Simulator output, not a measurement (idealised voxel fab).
process module | voxel transistor to metal
cross-section cut | 290 nm wide | cells 5 nm
A cross-section is a grid of square cells, given in bands from the top down. A band is one or more rows of cells.
Each band's line starts with the height of the band's top and of its bottom, in nm. Then come its materials from left to right, each with its width in nm. One material with "throughout" fills the band from edge to edge. "air" is empty space.
Height 0 is the level under which the wafer as received is all one material. The lowest band goes on downwards, as in "0 down".
A width such as "30 to 40" changes by the same amount from each row of cells to the next, from the band's top row to its bottom row.
"no change" after a step means that no cell of the cross-section changed.
closed voids: empty space of 8 cells or more with no open way to the top, each as width x height at its distance from the left edge, in nm
after a step's settings: what the simulator itself notes on the step
overlay nm, on a step with a mask: how far to the right of its planned place the mask lay; to the left if negative
plan
1 op RECEIVE | material Si
2 op OXIDIZE | depth nm 5
3 op CONFORMAL_DEP | material SiN | thk nm 10
4 op MASKED_ETCH | tone cover | mask id ACTIVE | width nm 95 | pitch nm 115 | etch materials SiN | depth nm 10 | overlay nm 0
5 op MASKED_ETCH | tone cover | mask id ACTIVE | width nm 95 | pitch nm 115 | etch materials SiO2 | depth nm 5 | overlay nm 0
6 op MASKED_ETCH | tone cover | mask id ACTIVE | width nm 95 | pitch nm 115 | etch materials Si | depth nm 35 | overlay nm 0
7 op FILL_DEP | material SiO2 | thk nm 10
8 op CMP | height nm 10
9 op SELECTIVE_ETCH | etch materials SiO2 | depth nm 5
10 op STRIP | etch materials SiN
11 op SELECTIVE_ETCH | etch materials SiO2 | depth nm 5
12 op OXIDIZE | depth nm 5
13 op DIRECTIONAL_DEP | material polySi | thk nm 20
14 op DIRECTIONAL_DEP | material SiCN | thk nm 10
15 op MASKED_ETCH | tone cover | mask id GATE | width nm 15 | pitch nm 115 | etch materials SiCN | depth nm 20 | overlay nm 0
16 op MASKED_ETCH | tone cover | mask id GATE | width nm 15 | pitch nm 115 | etch materials polySi | depth nm 30 | overlay nm 0
17 op CONFORMAL_DEP | material SiO2 | thk nm 5
18 op DIRECTIONAL_ETCH | etch materials SiO2 | depth nm 5
19 op CONFORMAL_DEP | material SiN | thk nm 10
20 op DIRECTIONAL_ETCH | etch materials SiN | depth nm 10
21 op DIRECTIONAL_ETCH | etch materials SiO2 | depth nm 5
22 op DIRECTIONAL_ETCH | etch materials Si | depth nm 10
23 op EPI | material nSi | thk nm 10
24 op FILL_DEP | material SiO2 | thk nm 10
25 op CMP | height nm 25
26 op DIRECTIONAL_DEP | material SiO2 | thk nm 15
27 op PATTERN | tone open | mask id CONTACT | material resist | width nm 20 | thk nm 15 | overlay nm 0
28 op DIRECTIONAL_ETCH | etch materials SiO2 | depth nm 40
29 op STRIP | etch materials resist
30 op CONFORMAL_DEP | material TiN | thk nm 5
31 op FILL_DEP | material W | thk nm 10
32 op CMP | height nm 40
33 op CONFORMAL_DEP | material SiN | thk nm 5
34 op DIRECTIONAL_DEP | material lowk | thk nm 20
35 op DIRECTIONAL_DEP | material aC | thk nm 10
36 op PATTERN | tone open | mask id METAL_1 | material resist | width nm 20 | thk nm 25 | overlay nm 0
37 op DIRECTIONAL_ETCH | etch materials aC | depth nm 10
38 op STRIP | etch materials resist
39 op DIRECTIONAL_ETCH | etch materials lowk | depth nm 20
40 op DIRECTIONAL_ETCH | etch materials SiN | depth nm 5
41 op STRIP | etch materials aC
42 op CONFORMAL_DEP | material TiN | thk nm 5
43 op FILL_DEP | material Cu | thk nm 5
44 op CMP | height nm 65
45 op CONFORMAL_DEP | material SiCN | thk nm 5
46 op DIRECTIONAL_DEP | material lowk | thk nm 30
47 op DIRECTIONAL_DEP | material aC | thk nm 15
48 op PATTERN | tone open | mask id METAL_2 | material resist | width nm 20 | pitch nm 115 | thk nm 35 | overlay nm 0
49 op DIRECTIONAL_ETCH | etch materials aC | depth nm 15
50 op STRIP | etch materials resist
51 op DIRECTIONAL_ETCH | etch materials lowk | depth nm 20
52 op STRIP | etch materials aC
53 op MASKED_ETCH | tone open | mask id METAL_2_HOLES | width nm 15 | pitch nm 115 | etch materials lowk | depth nm 10 | overlay nm 0
54 op MASKED_ETCH | tone open | mask id METAL_2_HOLES | width nm 15 | pitch nm 115 | etch materials SiCN | depth nm 5 | overlay nm 0
55 op CONFORMAL_DEP | material TiN | thk nm 5
56 op FILL_DEP | material Cu | thk nm 5
57 op CMP | height nm 100
58 op CONFORMAL_DEP | material SiCN | thk nm 5
first wafer, as planned
as received, after step 1
  0 down: Si throughout
  closed voids: none
after step 2
  0 to -5: SiO2 throughout
  below -5: unchanged
after step 3
  10 to 0: SiN throughout
  below 0: unchanged
after step 4
  10 to 0: air 40 | SiN 95 | air 20 | SiN 95 | air 40
  below 0: unchanged
after step 5
  10 to 0: air 40 | SiN 95 | air 20 | SiN 95 | air 40
  0 to -5: air 40 | SiO2 95 | air 20 | SiO2 95 | air 40
  below -5: unchanged
after step 6
  10 to 0: air 40 | SiN 95 | air 20 | SiN 95 | air 40
  0 to -5: air 40 | SiO2 95 | air 20 | SiO2 95 | air 40
  -5 to -40: air 40 | Si 95 | air 20 | Si 95 | air 40
  below -40: unchanged
after step 7
  20 to 10: SiO2 throughout
  10 to 0: SiO2 40 | SiN 95 | SiO2 20 | SiN 95 | SiO2 40
  0 to -5: SiO2 throughout
  -5 to -40: SiO2 40 | Si 95 | SiO2 20 | Si 95 | SiO2 40
  below -40: unchanged
after step 8
  10 to 0: SiO2 40 | SiN 95 | SiO2 20 | SiN 95 | SiO2 40
  below 0: unchanged
after step 9
  10 to 5: air 40 | SiN 95 | air 20 | SiN 95 | air 40
  below 5: unchanged
after step 10
  5 to 0: SiO2 40 | air 95 | SiO2 20 | air 95 | SiO2 40
  below 0: unchanged
after step 11
  0 to -5: SiO2 35 | air 105 | SiO2 10 | air 105 | SiO2 35
  below -5: unchanged
after step 12
  0 to -5: SiO2 35 | air 105 | SiO2 10 | air 105 | SiO2 35
  -5 to -10: SiO2 throughout
  below -10: unchanged
after step 13
  20 to 15: polySi 35 | air 105 | polySi 10 | air 105 | polySi 35
  15 to 0: polySi throughout
  0 to -5: SiO2 35 | polySi 105 | SiO2 10 | polySi 105 | SiO2 35
  below -5: unchanged
after step 14
  30 to 25: SiCN 35 | air 105 | SiCN 10 | air 105 | SiCN 35
  25 to 20: SiCN throughout
  20 to 15: polySi 35 | SiCN 105 | polySi 10 | SiCN 105 | polySi 35
  below 15: unchanged
after step 15
  25 to 20: air 80 | SiCN 15 | air 100 | SiCN 15 | air 80
  20 to 15: polySi 35 | air 45 | SiCN 15 | air 45 | polySi 10 | air 45 | SiCN 15 | air 45 | polySi 35
  below 15: unchanged
after step 16
  25 to 15: air 80 | SiCN 15 | air 100 | SiCN 15 | air 80
  15 to 0: air 80 | polySi 15 | air 100 | polySi 15 | air 80
  0 to -5: SiO2 35 | air 45 | polySi 15 | air 45 | SiO2 10 | air 45 | polySi 15 | air 45 | SiO2 35
  below -5: unchanged
after step 17
  30 to 25: air 75 | SiO2 25 | air 90 | SiO2 25 | air 75
  25 to 15: air 75 | SiO2 5 | SiCN 15 | SiO2 5 | air 90 | SiO2 5 | SiCN 15 | SiO2 5 | air 75
  15 to 5: air 75 | SiO2 5 | polySi 15 | SiO2 5 | air 90 | SiO2 5 | polySi 15 | SiO2 5 | air 75
  5 to 0: SiO2 40 | air 35 | SiO2 5 | polySi 15 | SiO2 5 | air 35 | SiO2 20 | air 35 | SiO2 5 | polySi 15 | SiO2 5 | air 35 | SiO2 40
  0 to -5: SiO2 80 | polySi 15 | SiO2 100 | polySi 15 | SiO2 80
  below -5: unchanged
after step 18
  25 to 15: air 75 | SiO2 5 | SiCN 15 | SiO2 5 | air 90 | SiO2 5 | SiCN 15 | SiO2 5 | air 75
  15 to 0: air 75 | SiO2 5 | polySi 15 | SiO2 5 | air 90 | SiO2 5 | polySi 15 | SiO2 5 | air 75
  0 to -5: SiO2 40 | air 35 | SiO2 5 | polySi 15 | SiO2 5 | air 35 | SiO2 20 | air 35 | SiO2 5 | polySi 15 | SiO2 5 | air 35 | SiO2 40
  below -5: unchanged
after step 19
  35 to 25: air 65 | SiN 45 | air 70 | SiN 45 | air 65
  25 to 15: air 65 | SiN 10 | SiO2 5 | SiCN 15 | SiO2 5 | SiN 10 | air 70 | SiN 10 | SiO2 5 | SiCN 15 | SiO2 5 | SiN 10 | air 65
  15 to 10: air 65 | SiN 10 | SiO2 5 | polySi 15 | SiO2 5 | SiN 10 | air 70 | SiN 10 | SiO2 5 | polySi 15 | SiO2 5 | SiN 10 | air 65
  10 to 5: SiN 50 | air 15 | SiN 10 | SiO2 5 | polySi 15 | SiO2 5 | SiN 10 | air 15 | SiN 40 | air 15 | SiN 10 | SiO2 5 | polySi 15 | SiO2 5 | SiN 10 | air 15 | SiN 50
  5 to 0: SiN 75 | SiO2 5 | polySi 15 | SiO2 5 | SiN 90 | SiO2 5 | polySi 15 | SiO2 5 | SiN 75
  0 to -5: SiO2 40 | SiN 35 | SiO2 5 | polySi 15 | SiO2 5 | SiN 35 | SiO2 20 | SiN 35 | SiO2 5 | polySi 15 | SiO2 5 | SiN 35 | SiO2 40
  below -5: unchanged
after step 20
  25 to 15: air 65 | SiN 10 | SiO2 5 | SiCN 15 | SiO2 5 | SiN 10 | air 70 | SiN 10 | SiO2 5 | SiCN 15 | SiO2 5 | SiN 10 | air 65
  15 to 0: air 65 | SiN 10 | SiO2 5 | polySi 15 | SiO2 5 | SiN 10 | air 70 | SiN 10 | SiO2 5 | polySi 15 | SiO2 5 | SiN 10 | air 65
  0 to -5: SiO2 40 | SiN 10 | air 15 | SiN 10 | SiO2 5 | polySi 15 | SiO2 5 | SiN 10 | air 15 | SiN 10 | SiO2 20 | SiN 10 | air 15 | SiN 10 | SiO2 5 | polySi 15 | SiO2 5 | SiN 10 | air 15 | SiN 10 | SiO2 40
  below -5: unchanged
after step 21
  25 to 20: air 65 | SiN 10 | air 5 | SiCN 15 | air 5 | SiN 10 | air 70 | SiN 10 | air 5 | SiCN 15 | air 5 | SiN 10 | air 65
  20 to 15: air 65 | SiN 10 | SiO2 5 | SiCN 15 | SiO2 5 | SiN 10 | air 70 | SiN 10 | SiO2 5 | SiCN 15 | SiO2 5 | SiN 10 | air 65
  15 to 0: air 65 | SiN 10 | SiO2 5 | polySi 15 | SiO2 5 | SiN 10 | air 70 | SiN 10 | SiO2 5 | polySi 15 | SiO2 5 | SiN 10 | air 65
  0 to -5: air 40 | SiN 10 | air 15 | SiN 10 | SiO2 5 | polySi 15 | SiO2 5 | SiN 10 | air 15 | SiN 10 | air 20 | SiN 10 | air 15 | SiN 10 | SiO2 5 | polySi 15 | SiO2 5 | SiN 10 | air 15 | SiN 10 | air 40
  -5 to -10: SiO2 50 | air 15 | SiO2 45 | air 15 | SiO2 40 | air 15 | SiO2 45 | air 15 | SiO2 50
  below -10: unchanged
after step 22
  25 to 20: air 65 | SiN 10 | air 5 | SiCN 15 | air 5 | SiN 10 | air 70 | SiN 10 | air 5 | SiCN 15 | air 5 | SiN 10 | air 65
  20 to 15: air 65 | SiN 10 | SiO2 5 | SiCN 15 | SiO2 5 | SiN 10 | air 70 | SiN 10 | SiO2 5 | SiCN 15 | SiO2 5 | SiN 10 | air 65
  15 to 0: air 65 | SiN 10 | SiO2 5 | polySi 15 | SiO2 5 | SiN 10 | air 70 | SiN 10 | SiO2 5 | polySi 15 | SiO2 5 | SiN 10 | air 65
  0 to -5: air 40 | SiN 10 | air 15 | SiN 10 | SiO2 5 | polySi 15 | SiO2 5 | SiN 10 | air 15 | SiN 10 | air 20 | SiN 10 | air 15 | SiN 10 | SiO2 5 | polySi 15 | SiO2 5 | SiN 10 | air 15 | SiN 10 | air 40
  -5 to -10: SiO2 50 | air 15 | SiO2 45 | air 15 | SiO2 40 | air 15 | SiO2 45 | air 15 | SiO2 50
  -10 to -20: SiO2 40 | Si 10 | air 15 | Si 45 | air 15 | Si 10 | SiO2 20 | Si 10 | air 15 | Si 45 | air 15 | Si 10 | SiO2 40
  below -20: unchanged
after step 23
  25 to 20: air 65 | SiN 10 | air 5 | SiCN 15 | air 5 | SiN 10 | air 70 | SiN 10 | air 5 | SiCN 15 | air 5 | SiN 10 | air 65
  20 to 15: air 65 | SiN 10 | SiO2 5 | SiCN 15 | SiO2 5 | SiN 10 | air 70 | SiN 10 | SiO2 5 | SiCN 15 | SiO2 5 | SiN 10 | air 65
  15 to 0: air 65 | SiN 10 | SiO2 5 | polySi 15 | SiO2 5 | SiN 10 | air 70 | SiN 10 | SiO2 5 | polySi 15 | SiO2 5 | SiN 10 | air 65
  0 to -5: air 40 | SiN 10 | nSi 15 | SiN 10 | SiO2 5 | polySi 15 | SiO2 5 | SiN 10 | nSi 15 | SiN 10 | air 20 | SiN 10 | nSi 15 | SiN 10 | SiO2 5 | polySi 15 | SiO2 5 | SiN 10 | nSi 15 | SiN 10 | air 40
  -5 to -10: SiO2 50 | nSi 15 | SiO2 45 | nSi 15 | SiO2 40 | nSi 15 | SiO2 45 | nSi 15 | SiO2 50
  -10 to -20: SiO2 40 | Si 10 | nSi 15 | Si 45 | nSi 15 | Si 10 | SiO2 20 | Si 10 | nSi 15 | Si 45 | nSi 15 | Si 10 | SiO2 40
  below -20: unchanged
after step 24
  35 to 25: SiO2 throughout
  25 to 15: SiO2 65 | SiN 10 | SiO2 5 | SiCN 15 | SiO2 5 | SiN 10 | SiO2 70 | SiN 10 | SiO2 5 | SiCN 15 | SiO2 5 | SiN 10 | SiO2 65
  15 to 0: SiO2 65 | SiN 10 | SiO2 5 | polySi 15 | SiO2 5 | SiN 10 | SiO2 70 | SiN 10 | SiO2 5 | polySi 15 | SiO2 5 | SiN 10 | SiO2 65
  0 to -5: SiO2 40 | SiN 10 | nSi 15 | SiN 10 | SiO2 5 | polySi 15 | SiO2 5 | SiN 10 | nSi 15 | SiN 10 | SiO2 20 | SiN 10 | nSi 15 | SiN 10 | SiO2 5 | polySi 15 | SiO2 5 | SiN 10 | nSi 15 | SiN 10 | SiO2 40
  below -5: unchanged
after step 25
  25 to 15: SiO2 65 | SiN 10 | SiO2 5 | SiCN 15 | SiO2 5 | SiN 10 | SiO2 70 | SiN 10 | SiO2 5 | SiCN 15 | SiO2 5 | SiN 10 | SiO2 65
  below 15: unchanged
after step 26
  40 to 25: SiO2 throughout
  below 25: unchanged
after step 27
  55 to 40: resist 45 | air 20 | resist 45 | air 20 | resist 30 | air 20 | resist 45 | air 20 | resist 45
  below 40: unchanged
after step 28
  55 to 40: resist 45 | air 20 | resist 45 | air 20 | resist 30 | air 20 | resist 45 | air 20 | resist 45
  40 to 25: SiO2 45 | air 20 | SiO2 45 | air 20 | SiO2 30 | air 20 | SiO2 45 | air 20 | SiO2 45
  25 to 15: SiO2 45 | air 20 | SiN 10 | SiO2 5 | SiCN 15 | SiO2 5 | SiN 10 | air 20 | SiO2 30 | air 20 | SiN 10 | SiO2 5 | SiCN 15 | SiO2 5 | SiN 10 | air 20 | SiO2 45
  15 to 0: SiO2 45 | air 20 | SiN 10 | SiO2 5 | polySi 15 | SiO2 5 | SiN 10 | air 20 | SiO2 30 | air 20 | SiN 10 | SiO2 5 | polySi 15 | SiO2 5 | SiN 10 | air 20 | SiO2 45
  below 0: unchanged
after step 29
  40 to 25: SiO2 45 | air 20 | SiO2 45 | air 20 | SiO2 30 | air 20 | SiO2 45 | air 20 | SiO2 45
  below 25: unchanged
after step 30
  45 to 40: TiN 50 | air 10 | TiN 55 | air 10 | TiN 40 | air 10 | TiN 55 | air 10 | TiN 50
  40 to 25: SiO2 45 | TiN 5 | air 10 | TiN 5 | SiO2 45 | TiN 5 | air 10 | TiN 5 | SiO2 30 | TiN 5 | air 10 | TiN 5 | SiO2 45 | TiN 5 | air 10 | TiN 5 | SiO2 45
  25 to 15: SiO2 45 | TiN 5 | air 10 | TiN 5 | SiN 10 | SiO2 5 | SiCN 15 | SiO2 5 | SiN 10 | TiN 5 | air 10 | TiN 5 | SiO2 30 | TiN 5 | air 10 | TiN 5 | SiN 10 | SiO2 5 | SiCN 15 | SiO2 5 | SiN 10 | TiN 5 | air 10 | TiN 5 | SiO2 45
  15 to 5: SiO2 45 | TiN 5 | air 10 | TiN 5 | SiN 10 | SiO2 5 | polySi 15 | SiO2 5 | SiN 10 | TiN 5 | air 10 | TiN 5 | SiO2 30 | TiN 5 | air 10 | TiN 5 | SiN 10 | SiO2 5 | polySi 15 | SiO2 5 | SiN 10 | TiN 5 | air 10 | TiN 5 | SiO2 45
  5 to 0: SiO2 45 | TiN 20 | SiN 10 | SiO2 5 | polySi 15 | SiO2 5 | SiN 10 | TiN 20 | SiO2 30 | TiN 20 | SiN 10 | SiO2 5 | polySi 15 | SiO2 5 | SiN 10 | TiN 20 | SiO2 45
  below 0: unchanged
after step 31
  55 to 45: W throughout
  45 to 40: TiN 50 | W 10 | TiN 55 | W 10 | TiN 40 | W 10 | TiN 55 | W 10 | TiN 50
  40 to 25: SiO2 45 | TiN 5 | W 10 | TiN 5 | SiO2 45 | TiN 5 | W 10 | TiN 5 | SiO2 30 | TiN 5 | W 10 | TiN 5 | SiO2 45 | TiN 5 | W 10 | TiN 5 | SiO2 45
  25 to 15: SiO2 45 | TiN 5 | W 10 | TiN 5 | SiN 10 | SiO2 5 | SiCN 15 | SiO2 5 | SiN 10 | TiN 5 | W 10 | TiN 5 | SiO2 30 | TiN 5 | W 10 | TiN 5 | SiN 10 | SiO2 5 | SiCN 15 | SiO2 5 | SiN 10 | TiN 5 | W 10 | TiN 5 | SiO2 45
  15 to 5: SiO2 45 | TiN 5 | W 10 | TiN 5 | SiN 10 | SiO2 5 | polySi 15 | SiO2 5 | SiN 10 | TiN 5 | W 10 | TiN 5 | SiO2 30 | TiN 5 | W 10 | TiN 5 | SiN 10 | SiO2 5 | polySi 15 | SiO2 5 | SiN 10 | TiN 5 | W 10 | TiN 5 | SiO2 45
  below 5: unchanged
after step 32
  40 to 25: SiO2 45 | TiN 5 | W 10 | TiN 5 | SiO2 45 | TiN 5 | W 10 | TiN 5 | SiO2 30 | TiN 5 | W 10 | TiN 5 | SiO2 45 | TiN 5 | W 10 | TiN 5 | SiO2 45
  below 25: unchanged
after step 33
  45 to 40: SiN throughout
  below 40: unchanged
after step 34
  65 to 45: lowk throughout
  below 45: unchanged
after step 35
  75 to 65: aC throughout
  below 65: unchanged
after step 36
  100 to 75: resist 45 | air 20 | resist 45 | air 20 | resist 30 | air 20 | resist 45 | air 20 | resist 45
  below 75: unchanged
after step 37
  90 to 75: resist 45 | air 20 | resist 45 | air 20 | resist 30 | air 20 | resist 45 | air 20 | resist 45
  75 to 65: aC 45 | air 20 | aC 45 | air 20 | aC 30 | air 20 | aC 45 | air 20 | aC 45
  below 65: unchanged
after step 38
  75 to 65: aC 45 | air 20 | aC 45 | air 20 | aC 30 | air 20 | aC 45 | air 20 | aC 45
  below 65: unchanged
after step 39
  75 to 65: aC 45 | air 20 | aC 45 | air 20 | aC 30 | air 20 | aC 45 | air 20 | aC 45
  65 to 45: lowk 45 | air 20 | lowk 45 | air 20 | lowk 30 | air 20 | lowk 45 | air 20 | lowk 45
  below 45: unchanged
after step 40
  75 to 65: aC 45 | air 20 | aC 45 | air 20 | aC 30 | air 20 | aC 45 | air 20 | aC 45
  65 to 45: lowk 45 | air 20 | lowk 45 | air 20 | lowk 30 | air 20 | lowk 45 | air 20 | lowk 45
  45 to 40: SiN 45 | air 20 | SiN 45 | air 20 | SiN 30 | air 20 | SiN 45 | air 20 | SiN 45
  below 40: unchanged
after step 41
  65 to 45: lowk 45 | air 20 | lowk 45 | air 20 | lowk 30 | air 20 | lowk 45 | air 20 | lowk 45
  below 45: unchanged
after step 42
  70 to 65: TiN 50 | air 10 | TiN 55 | air 10 | TiN 40 | air 10 | TiN 55 | air 10 | TiN 50
  65 to 45: lowk 45 | TiN 5 | air 10 | TiN 5 | lowk 45 | TiN 5 | air 10 | TiN 5 | lowk 30 | TiN 5 | air 10 | TiN 5 | lowk 45 | TiN 5 | air 10 | TiN 5 | lowk 45
  45 to 40: SiN 45 | TiN 20 | SiN 45 | TiN 20 | SiN 30 | TiN 20 | SiN 45 | TiN 20 | SiN 45
  below 40: unchanged
after step 43
  75 to 70: Cu throughout
  70 to 65: TiN 50 | Cu 10 | TiN 55 | Cu 10 | TiN 40 | Cu 10 | TiN 55 | Cu 10 | TiN 50
  65 to 45: lowk 45 | TiN 5 | Cu 10 | TiN 5 | lowk 45 | TiN 5 | Cu 10 | TiN 5 | lowk 30 | TiN 5 | Cu 10 | TiN 5 | lowk 45 | TiN 5 | Cu 10 | TiN 5 | lowk 45
  below 45: unchanged
after step 44
  65 to 45: lowk 45 | TiN 5 | Cu 10 | TiN 5 | lowk 45 | TiN 5 | Cu 10 | TiN 5 | lowk 30 | TiN 5 | Cu 10 | TiN 5 | lowk 45 | TiN 5 | Cu 10 | TiN 5 | lowk 45
  below 45: unchanged
after step 45
  70 to 65: SiCN throughout
  below 65: unchanged
after step 46
  100 to 70: lowk throughout
  below 70: unchanged
after step 47
  115 to 100: aC throughout
  below 100: unchanged
after step 48
  150 to 115: resist 45 | air 20 | resist 95 | air 20 | resist 110
  below 115: unchanged
after step 49
  135 to 115: resist 45 | air 20 | resist 95 | air 20 | resist 110
  115 to 100: aC 45 | air 20 | aC 95 | air 20 | aC 110
  below 100: unchanged
after step 50
  115 to 100: aC 45 | air 20 | aC 95 | air 20 | aC 110
  below 100: unchanged
after step 51
  115 to 100: aC 45 | air 20 | aC 95 | air 20 | aC 110
  100 to 80: lowk 45 | air 20 | lowk 95 | air 20 | lowk 110
  below 80: unchanged
after step 52
  100 to 80: lowk 45 | air 20 | lowk 95 | air 20 | lowk 110
  below 80: unchanged
after step 53
  100 to 80: lowk 45 | air 20 | lowk 95 | air 20 | lowk 110
  80 to 70: lowk 45 | air 15 | lowk 100 | air 15 | lowk 115
  below 70: unchanged
after step 54
  100 to 80: lowk 45 | air 20 | lowk 95 | air 20 | lowk 110
  80 to 70: lowk 45 | air 15 | lowk 100 | air 15 | lowk 115
  70 to 65: SiCN 45 | air 15 | SiCN 100 | air 15 | SiCN 115
  below 65: unchanged
after step 55
  105 to 100: TiN 50 | air 10 | TiN 105 | air 10 | TiN 115
  100 to 85: lowk 45 | TiN 5 | air 10 | TiN 5 | lowk 95 | TiN 5 | air 10 | TiN 5 | lowk 110
  85 to 80: lowk 45 | TiN 5 | air 5 | TiN 10 | lowk 95 | TiN 5 | air 5 | TiN 10 | lowk 110
  80 to 70: lowk 45 | TiN 5 | air 5 | TiN 5 | lowk 100 | TiN 5 | air 5 | TiN 5 | lowk 115
  70 to 65: SiCN 45 | TiN 15 | SiCN 100 | TiN 15 | SiCN 115
  below 65: unchanged
after step 56
  110 to 105: Cu throughout
  105 to 100: TiN 50 | Cu 10 | TiN 105 | Cu 10 | TiN 115
  100 to 85: lowk 45 | TiN 5 | Cu 10 | TiN 5 | lowk 95 | TiN 5 | Cu 10 | TiN 5 | lowk 110
  85 to 80: lowk 45 | TiN 5 | Cu 5 | TiN 10 | lowk 95 | TiN 5 | Cu 5 | TiN 10 | lowk 110
  80 to 70: lowk 45 | TiN 5 | Cu 5 | TiN 5 | lowk 100 | TiN 5 | Cu 5 | TiN 5 | lowk 115
  below 70: unchanged
after step 57
  100 to 85: lowk 45 | TiN 5 | Cu 10 | TiN 5 | lowk 95 | TiN 5 | Cu 10 | TiN 5 | lowk 110
  below 85: unchanged
after step 58
  105 to 100: SiCN throughout
  below 100: unchanged
second wafer: like start, like plan, one mistake. Through step 35 it matches the first wafer
when step 36 should have ended
  100 to 75: resist 50 | air 15 | resist 50 | air 15 | resist 35 | air 15 | resist 50 | air 15 | resist 45
  below 75: unchanged
when step 37 should have ended
  90 to 75: resist 50 | air 15 | resist 50 | air 15 | resist 35 | air 15 | resist 50 | air 15 | resist 45
  75 to 65: aC 50 | air 15 | aC 50 | air 15 | aC 35 | air 15 | aC 50 | air 15 | aC 45
  below 65: unchanged
when step 38 should have ended
  75 to 65: aC 50 | air 15 | aC 50 | air 15 | aC 35 | air 15 | aC 50 | air 15 | aC 45
  below 65: unchanged
when step 39 should have ended
  75 to 65: aC 50 | air 15 | aC 50 | air 15 | aC 35 | air 15 | aC 50 | air 15 | aC 45
  65 to 45: lowk 50 | air 15 | lowk 50 | air 15 | lowk 35 | air 15 | lowk 50 | air 15 | lowk 45
  below 45: unchanged
when step 40 should have ended
  75 to 65: aC 50 | air 15 | aC 50 | air 15 | aC 35 | air 15 | aC 50 | air 15 | aC 45
  65 to 45: lowk 50 | air 15 | lowk 50 | air 15 | lowk 35 | air 15 | lowk 50 | air 15 | lowk 45
  45 to 40: SiN 50 | air 15 | SiN 50 | air 15 | SiN 35 | air 15 | SiN 50 | air 15 | SiN 45
  below 40: unchanged
when step 41 should have ended
  65 to 45: lowk 50 | air 15 | lowk 50 | air 15 | lowk 35 | air 15 | lowk 50 | air 15 | lowk 45
  below 45: unchanged
when step 42 should have ended
  70 to 65: TiN 55 | air 5 | TiN 60 | air 5 | TiN 45 | air 5 | TiN 60 | air 5 | TiN 50
  65 to 45: lowk 50 | TiN 5 | air 5 | TiN 5 | lowk 50 | TiN 5 | air 5 | TiN 5 | lowk 35 | TiN 5 | air 5 | TiN 5 | lowk 50 | TiN 5 | air 5 | TiN 5 | lowk 45
  45 to 40: SiN 50 | TiN 15 | SiN 50 | TiN 15 | SiN 35 | TiN 15 | SiN 50 | TiN 15 | SiN 45
  below 40: unchanged
when step 43 should have ended
  75 to 70: Cu throughout
  70 to 65: TiN 55 | Cu 5 | TiN 60 | Cu 5 | TiN 45 | Cu 5 | TiN 60 | Cu 5 | TiN 50
  65 to 45: lowk 50 | TiN 5 | Cu 5 | TiN 5 | lowk 50 | TiN 5 | Cu 5 | TiN 5 | lowk 35 | TiN 5 | Cu 5 | TiN 5 | lowk 50 | TiN 5 | Cu 5 | TiN 5 | lowk 45
  below 45: unchanged
when step 44 should have ended
  65 to 45: lowk 50 | TiN 5 | Cu 5 | TiN 5 | lowk 50 | TiN 5 | Cu 5 | TiN 5 | lowk 35 | TiN 5 | Cu 5 | TiN 5 | lowk 50 | TiN 5 | Cu 5 | TiN 5 | lowk 45
  below 45: unchanged
when step 45 should have ended
  70 to 65: SiCN throughout
  below 65: unchanged
when step 46 should have ended
  100 to 70: lowk throughout
  below 70: unchanged
when step 47 should have ended
  115 to 100: aC throughout
  below 100: unchanged
when step 48 should have ended
  150 to 115: resist 45 | air 20 | resist 95 | air 20 | resist 110
  below 115: unchanged
when step 49 should have ended
  135 to 115: resist 45 | air 20 | resist 95 | air 20 | resist 110
  115 to 100: aC 45 | air 20 | aC 95 | air 20 | aC 110
  below 100: unchanged
when step 50 should have ended
  115 to 100: aC 45 | air 20 | aC 95 | air 20 | aC 110
  below 100: unchanged
when step 51 should have ended
  115 to 100: aC 45 | air 20 | aC 95 | air 20 | aC 110
  100 to 80: lowk 45 | air 20 | lowk 95 | air 20 | lowk 110
  below 80: unchanged
when step 52 should have ended
  100 to 80: lowk 45 | air 20 | lowk 95 | air 20 | lowk 110
  below 80: unchanged
when step 53 should have ended
  100 to 80: lowk 45 | air 20 | lowk 95 | air 20 | lowk 110
  80 to 70: lowk 45 | air 15 | lowk 100 | air 15 | lowk 115
  below 70: unchanged
when step 54 should have ended
  100 to 80: lowk 45 | air 20 | lowk 95 | air 20 | lowk 110
  80 to 70: lowk 45 | air 15 | lowk 100 | air 15 | lowk 115
  70 to 65: SiCN 45 | air 15 | SiCN 100 | air 15 | SiCN 115
  below 65: unchanged
when step 55 should have ended
  105 to 100: TiN 50 | air 10 | TiN 105 | air 10 | TiN 115
  100 to 85: lowk 45 | TiN 5 | air 10 | TiN 5 | lowk 95 | TiN 5 | air 10 | TiN 5 | lowk 110
  85 to 80: lowk 45 | TiN 5 | air 5 | TiN 10 | lowk 95 | TiN 5 | air 5 | TiN 10 | lowk 110
  80 to 70: lowk 45 | TiN 5 | air 5 | TiN 5 | lowk 100 | TiN 5 | air 5 | TiN 5 | lowk 115
  70 to 65: SiCN 45 | TiN 15 | SiCN 100 | TiN 15 | SiCN 115
  below 65: unchanged
when step 56 should have ended
  110 to 105: Cu throughout
  105 to 100: TiN 50 | Cu 10 | TiN 105 | Cu 10 | TiN 115
  100 to 85: lowk 45 | TiN 5 | Cu 10 | TiN 5 | lowk 95 | TiN 5 | Cu 10 | TiN 5 | lowk 110
  85 to 80: lowk 45 | TiN 5 | Cu 5 | TiN 10 | lowk 95 | TiN 5 | Cu 5 | TiN 10 | lowk 110
  80 to 70: lowk 45 | TiN 5 | Cu 5 | TiN 5 | lowk 100 | TiN 5 | Cu 5 | TiN 5 | lowk 115
  below 70: unchanged
when step 57 should have ended
  100 to 85: lowk 45 | TiN 5 | Cu 10 | TiN 5 | lowk 95 | TiN 5 | Cu 10 | TiN 5 | lowk 110
  below 85: unchanged
when step 58 should have ended
  105 to 100: SiCN throughout
  below 100: unchanged
what went wrong: step 36 ran as: op PATTERN | tone open | mask id METAL_1 | material resist | width nm 15 | thk nm 25 | overlay nm 0
at the end the second wafer has, in cells: 16 fewer of Cu | 4 more of SiN | 4 fewer of TiN | 16 more of lowk
